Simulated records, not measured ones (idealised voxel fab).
You're looking at the process module voxel capacitor over wiring.
The width of the displayed cross-section, cut, is 215 nm; its cells are square, with a size of 5 nm.
Cross-section spec: square-cell grid; bands listed top down; each band is one or more rows.
The band entry comprises the height of the band's top followed by the height of its bottom, expressed in nm, and subsequently the band's materials from left to right, each stated together with its width in nm. Where a single material is marked with the word "all across", that material fills the band from edge to edge. The word "air" represents empty space.
Heights are expressed relative to 0, this being the level below which the as-received wafer comprises one material exclusively. The lowest band is unbounded in the downward direction and is denoted as in "z 0 and below".
With a width like "30 to 40", each row of cells in the band differs from the next by the same amount, the top row carrying the first number and the bottom row the second.
Where a step carries "no change", the cross-section came out of it unchanged, cell for cell.
"Fully closed voids" means: voids of 8 cells or more that are shut off from the top with no open way through. Written width x height at distance, distance from the left edge, in nm.
Read whatever lies past the settings on a step's line as the simulator's own remark about the step.
overlay nm: how far to the right of its planned place the mask lay on this masked step (negative: to the left).

Process steps (planned)
step 1: RECEIVE, material Si
step 2: CONFORMAL_DEP, material SiO2, thk nm 15
step 3: CONFORMAL_DEP, material SiN, thk nm 5
step 4: DIRECTIONAL_DEP, material lowk, thk nm 25
step 5: DIRECTIONAL_DEP, material aC, thk nm 10
step 6: PATTERN, tone open, mask id METAL_1, material resist, width nm 25, pitch nm 75, thk nm 30, overlay nm 0
step 7: DIRECTIONAL_ETCH, etch materials aC, depth nm 10
step 8: STRIP, etch materials resist
step 9: DIRECTIONAL_ETCH, etch materials lowk, depth nm 25
step 10: DIRECTIONAL_ETCH, etch materials SiN, depth nm 5
step 11: STRIP, etch materials aC
step 12: CONFORMAL_DEP, material TiN, thk nm 5
step 13: FILL_DEP, material W, thk nm 10
step 14: CMP, height nm 45
step 15: EPI, material Ru, thk nm 5
step 16: FILL_DEP, material SiCN, thk nm 5
step 17: DIRECTIONAL_DEP, material SiO2, thk nm 20
step 18: PATTERN, tone open, mask id PLUG_1, material resist, width nm 15, thk nm 20, overlay nm 0
step 19: DIRECTIONAL_ETCH, etch materials SiO2, depth nm 20
step 20: DIRECTIONAL_ETCH, etch materials SiCN, depth nm 5
step 21: STRIP, etch materials resist
step 22: CONFORMAL_DEP, material TiN, thk nm 5
step 23: FILL_DEP, material Cu, thk nm 5
step 24: CMP, height nm 75
step 25: DIRECTIONAL_DEP, material TiN, thk nm 10
step 26: DIRECTIONAL_DEP, material HfO2, thk nm 5
step 27: DIRECTIONAL_DEP, material TiN, thk nm 10
step 28: MASKED_ETCH, tone cover, mask id UPPER_PLATE, width nm 55, etch materials TiN, depth nm 10, overlay nm 0
step 29: MASKED_ETCH, tone cover, mask id UPPER_PLATE, width nm 55, etch materials HfO2, depth nm 5, overlay nm -15
step 30: PATTERN, tone cover, mask id LOWER_PLATE, material resist, width nm 65, thk nm 20, overlay nm 0
step 31: DIRECTIONAL_ETCH, etch materials TiN, depth nm 10
step 32: STRIP, etch materials resist
step 33: FILL_DEP, material SiO2, thk nm 15
step 34: CMP, height nm 110
step 35: MASKED_ETCH, tone open, mask id PLUG_2, width nm 15, etch materials SiO2, depth nm 10, overlay nm 0
step 36: CONFORMAL_DEP, material TiN, thk nm 5
step 37: FILL_DEP, material Ru, thk nm 10
step 38: CMP, height nm 110
step 39: CONFORMAL_DEP, material SiN, thk nm 5
The wafers are alike at the start. At step 29, their overlay nm differs. The plan lists the first wafer's value.

The first of several wafers as received, shown in cross-section; this is its state after step 1
> z 0 and below = Si all across
> Fully closed voids: none

Cross-section of the first of several wafers, taken after step 39, where the module ends
> z 115 to 110 = SiN all across
> z 110 to 105 = SiO2 75 nm, then TiN 5 nm, then Ru 5 nm, then TiN 5 nm, then SiO2 125 nm
> z 105 to 100 = SiO2 75 nm, then TiN 15 nm, then SiO2 125 nm
> z 100 to 90 = SiO2 65 nm, then TiN 55 nm, then SiO2 95 nm
> z 90 to 85 = SiO2 50 nm, then HfO2 70 nm, then SiO2 95 nm
> z 85 to 75 = SiO2 50 nm, then TiN 75 nm, then SiO2 90 nm
> z 75 to 55 = SiO2 65 nm, then TiN 5 nm, then Cu 5 nm, then TiN 5 nm, then SiO2 135 nm
> z 55 to 50 = SiCN 65 nm, then TiN 15 nm, then SiCN 135 nm
> z 50 to 45 = SiCN 50 nm, then Ru 35 nm, then SiCN 40 nm, then Ru 35 nm, then SiCN 55 nm
> z 45 to 20 = lowk 55 nm, then TiN 5 nm, then W 15 nm, then TiN 5 nm, then lowk 50 nm, then TiN 5 nm, then W 15 nm, then TiN 5 nm, then lowk 60 nm
> z 20 to 15 = SiN 55 nm, then TiN 25 nm, then SiN 50 nm, then TiN 25 nm, then SiN 60 nm
> z 15 to 0 = SiO2 all across
> z 0 and below = Si all across
> Fully closed voids: none

So this is the cross-section on the last wafer at the end of the module
> z 115 to 110 = SiN all across
> z 110 to 105 = SiO2 75 nm, then TiN 5 nm, then Ru 5 nm, then TiN 5 nm, then SiO2 125 nm
> z 105 to 100 = SiO2 75 nm, then TiN 15 nm, then SiO2 125 nm
> z 100 to 90 = SiO2 65 nm, then TiN 55 nm, then SiO2 95 nm
> z 90 to 85 = SiO2 65 nm, then HfO2 70 nm, then SiO2 80 nm
> z 85 to 75 = SiO2 60 nm, then TiN 75 nm, then SiO2 80 nm
> z 75 to 55 = SiO2 65 nm, then TiN 5 nm, then Cu 5 nm, then TiN 5 nm, then SiO2 135 nm
> z 55 to 50 = SiCN 65 nm, then TiN 15 nm, then SiCN 135 nm
> z 50 to 45 = SiCN 50 nm, then Ru 35 nm, then SiCN 40 nm, then Ru 35 nm, then SiCN 55 nm
> z 45 to 20 = lowk 55 nm, then TiN 5 nm, then W 15 nm, then TiN 5 nm, then lowk 50 nm, then TiN 5 nm, then W 15 nm, then TiN 5 nm, then lowk 60 nm
> z 20 to 15 = SiN 55 nm, then TiN 25 nm, then SiN 50 nm, then TiN 25 nm, then SiN 60 nm
> z 15 to 0 = SiO2 all across
> z 0 and below = Si all across
> Fully closed voids: none

Per-wafer rows below. For each material: cells gained (+) or lost (-) since the wafer was received, as of end of module. Then: closed voids
overlay nm -15, +4 Cu, +14 HfO2, +15 Ru, +69 SiCN, +76 SiN, +518 SiO2, +98 TiN, +30 W, +165 lowk, Fully closed voids: none
overlay nm -10, +4 Cu, +13 HfO2, +15 Ru, +69 SiCN, +76 SiN, +521 SiO2, +96 TiN, +30 W, +165 lowk, Fully closed voids: none
overlay nm -5, +4 Cu, +12 HfO2, +15 Ru, +69 SiCN, +76 SiN, +524 SiO2, +94 TiN, +30 W, +165 lowk, Fully closed voids: none
overlay nm 0, +4 Cu, +11 HfO2, +15 Ru, +69 SiCN, +76 SiN, +525 SiO2, +94 TiN, +30 W, +165 lowk, Fully closed voids: none
overlay nm 5, +4 Cu, +12 HfO2, +15 Ru, +69 SiCN, +76 SiN, +524 SiO2, +94 TiN, +30 W, +165 lowk, Fully closed voids: none
overlay nm 10, +4 Cu, +13 HfO2, +15 Ru, +69 SiCN, +76 SiN, +521 SiO2, +96 TiN, +30 W, +165 lowk, Fully closed voids: none
overlay nm 15, +4 Cu, +14 HfO2, +15 Ru, +69 SiCN, +76 SiN, +518 SiO2, +98 TiN, +30 W, +165 lowk, Fully closed voids: none
